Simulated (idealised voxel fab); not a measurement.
Process module heading - voxel ribs on slabs
The width of the displayed cross-section, cut, is 160 nm; its cells are square, with a size of 5 nm.
For the purposes of this document, a cross-section shall be understood as a grid of square cells, specified as bands listed in top-to-bottom order, each band consisting of one or more rows of cells.
Per band: top height and bottom height in nm, followed by the left-to-right materials and their widths in nm; "all across" marks a single material spanning edge to edge, "blank" marks empty space.
Heights are expressed relative to 0, this being the level below which the as-received wafer comprises one material exclusively. The lowest band is unbounded in the downward direction and is denoted as in "from 0 down".
A two-number width, for instance "30 to 40", indicates that the width is equal to the first number in the top row of the band and to the second number in the bottom row, and that it changes by a constant amount per row of cells.
"identical to before" -> step changed no cross-section cell.
The entry titled "Fully closed voids" provides the empty spaces that have no open way to the top, restricted to those of 8 cells or more. Each is presented as width x height at distance, the distance being measured from the left edge, with all three in nm.
Step line, after settings: the simulator's comment on this step.
"overlay nm" answers the question of how far to the right of plan the mask lay on a step that has a mask, and when it is negative the answer is to the left.

**Here's what the planned process steps look like**
1: RECEIVE (material Si)
2: DIRECTIONAL_DEP (material SiO2; thk nm 25)
3: DIRECTIONAL_DEP (material SiN; thk nm 20)
4: DIRECTIONAL_DEP (material aC; thk nm 10)
5: PATTERN (tone cover; mask id RIB; material resist; width nm 30; thk nm 30; overlay nm 0)
6: DIRECTIONAL_ETCH (etch materials aC; depth nm 10)
7: STRIP (etch materials resist)
8: DIRECTIONAL_ETCH (etch materials SiN; depth nm 10)
9: STRIP (etch materials aC)
10: DIRECTIONAL_DEP (material aC; thk nm 15)
11: PATTERN (tone cover; mask id SLAB; material resist; width nm 90; thk nm 30; overlay nm 0)
12: DIRECTIONAL_ETCH (etch materials aC; depth nm 15)
13: STRIP (etch materials resist)
14: DIRECTIONAL_ETCH (etch materials SiN; depth nm 10)
15: STRIP (etch materials aC)
16: FILL_DEP (material SiO2; thk nm 25)
17: CMP (height nm 65)
18: DIRECTIONAL_DEP (material TiN; thk nm 5)
19: DIRECTIONAL_DEP (material aC; thk nm 15)
20: PATTERN (tone cover; mask id HEATER; material resist; width nm 40; thk nm 30; overlay nm 0)
21: DIRECTIONAL_ETCH (etch materials aC; depth nm 15)
22: STRIP (etch materials resist)
23: DIRECTIONAL_ETCH (etch materials TiN; depth nm 5)
24: STRIP (etch materials aC)
25: CONFORMAL_DEP (material SiN; thk nm 5)

**as received, after step 1**
- from 0 down  Si all across
- Fully closed voids: none

**First of two wafers, end-of-module section, run followed plan**
- from 75 to 70  blank (55)  SiN (50)  blank (55)
- from 70 to 65  SiN (60)  TiN (40)  SiN (60)
- from 65 to 45  SiO2 all across
- from 45 to 35  SiO2 (65)  SiN (30)  SiO2 (65)
- from 35 to 25  SiO2 (35)  SiN (90)  SiO2 (35)
- from 25 to 0  SiO2 all across
- from 0 down  Si all across
- Fully closed voids: none

**Presented here is a cross-section of the second of the two wafers as it stood at the end of the module. It was started in the same manner and assigned the same plan as the first wafer; however, one mistake was made in its execution**
- from 70 to 65  blank (60)  TiN (40)  blank (60)
- from 65 to 45  SiO2 all across
- from 45 to 35  SiO2 (65)  SiN (30)  SiO2 (65)
- from 35 to 25  SiO2 (35)  SiN (90)  SiO2 (35)
- from 25 to 0  SiO2 all across
- from 0 down  Si all across
- Fully closed voids: none
Run error: the run left out plan step 25 entirely, so it was never executed
Heads up, by the end the second wafer has more or fewer cells of some materials compared to the first: 34 fewer of SiN
